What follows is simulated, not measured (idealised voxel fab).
Process module under the name voxel self aligned vias
The width of the displayed cross-section, cut, is 250 nm; its cells are square, with a size of 5 nm.
Reading order for cross-sections: top band down to bottom band. Underlying form: a grid of square cells. Band size: one or more rows of cells.
Within each band entry, the heights of the top and of the bottom of the band appear first, in that order and in nm; the materials of the band then follow from left to right, each with its corresponding width in nm. The designation "everywhere" on a single material indicates that it fills the band from edge to edge; the designation "air" indicates empty space.
Heights are measured from 0, the level below which the as-received wafer is all one material; the lowest band has no bottom and continues downward, written as in "0 nm and below".
Width: "30..40" (first number = top row, second number = bottom row, same change from row to row of cells).
Where a step carries "no modification", the cross-section came out of it unchanged, cell for cell.
Listed in "Sealed internal cavities": every empty space of 8 or more cells without an open way to the top. Form: width x height at distance, the distance being from the left edge, all in nm.
The remark found on a step's line after its settings is issued by the simulator itself and pertains to that step.
A step's line can hold "overlay nm"; with a mask on that step, the setting says how far right of the planned place the mask lay, while a negative setting says it lay to the left.

Process steps foreseen in the plan:
step 1: RECEIVE (material Si)
step 2: CONFORMAL_DEP (material SiO2; thk nm 15)
step 3: CONFORMAL_DEP (material SiCN; thk nm 5)
step 4: DIRECTIONAL_DEP (material lowk; thk nm 25)
step 5: MASKED_ETCH (tone open; mask id LINES; width nm 25; pitch nm 60; etch materials lowk; depth nm 25; overlay nm 0)
step 6: CONFORMAL_DEP (material TiN; thk nm 5)
step 7: FILL_DEP (material W; thk nm 5)
step 8: CMP (height nm 45)
step 9: SELECTIVE_ETCH (etch materials W Ru TiN; depth nm 10)
step 10: FILL_DEP (material SiN; thk nm 5)
step 11: CMP (height nm 45)
step 12: DIRECTIONAL_DEP (material lowk; thk nm 20)
step 13: DIRECTIONAL_DEP (material aC; thk nm 10)
step 14: PATTERN (tone open; mask id VIAS; material resist; width nm 45; pitch nm 60; thk nm 30; overlay nm 0)
step 15: DIRECTIONAL_ETCH (etch materials aC; depth nm 10)
step 16: STRIP (etch materials resist)
step 17: DIRECTIONAL_ETCH (etch materials lowk; depth nm 20)
step 18: DIRECTIONAL_ETCH (etch materials SiN; depth nm 10)
step 19: STRIP (etch materials aC)
step 20: CONFORMAL_DEP (material TiN; thk nm 5)
step 21: FILL_DEP (material Cu; thk nm 10)
step 22: CMP (height nm 65)
step 23: CONFORMAL_DEP (material SiCN; thk nm 5)

This is the cross-section of the wafer as we received it, i.e. after step 1:
	0 nm and below | Si everywhere
	Sealed internal cavities: none

One mistake in running the module, otherwise start and plan as above: cross-section at the end:
	70 nm to 65 nm | SiCN everywhere
	65 nm to 50 nm | lowk 70 nm, then TiN 5 nm, then Cu 35 nm, then TiN 5 nm, then lowk 15 nm, then TiN 5 nm, then Cu 35 nm, then TiN 5 nm, then lowk 75 nm
	50 nm to 40 nm | lowk 70..80 nm, then TiN 15..5 nm, then Cu 15 nm, then TiN 15..5 nm, then lowk 15..35 nm, then TiN 15..5 nm, then Cu 15 nm, then TiN 15..5 nm, then lowk 75..85 nm
	40 nm to 35 nm | lowk 80 nm, then TiN 25 nm, then lowk 35 nm, then TiN 25 nm, then lowk 85 nm
	35 nm to 25 nm | lowk 80 nm, then TiN 5 nm, then W 15 nm, then TiN 5 nm, then lowk 35 nm, then TiN 5 nm, then W 15 nm, then TiN 5 nm, then lowk 85 nm
	25 nm to 20 nm | lowk 80 nm, then TiN 25 nm, then lowk 35 nm, then TiN 25 nm, then lowk 85 nm
	20 nm to 5 nm | SiO2 everywhere
	5 nm to 0 nm | SiCN everywhere
	0 nm and below | Si everywhere
	Sealed internal cavities: none
Which mistake was made when the wafer was run? note: step 2 <-> step 3, run order reversed vs plan
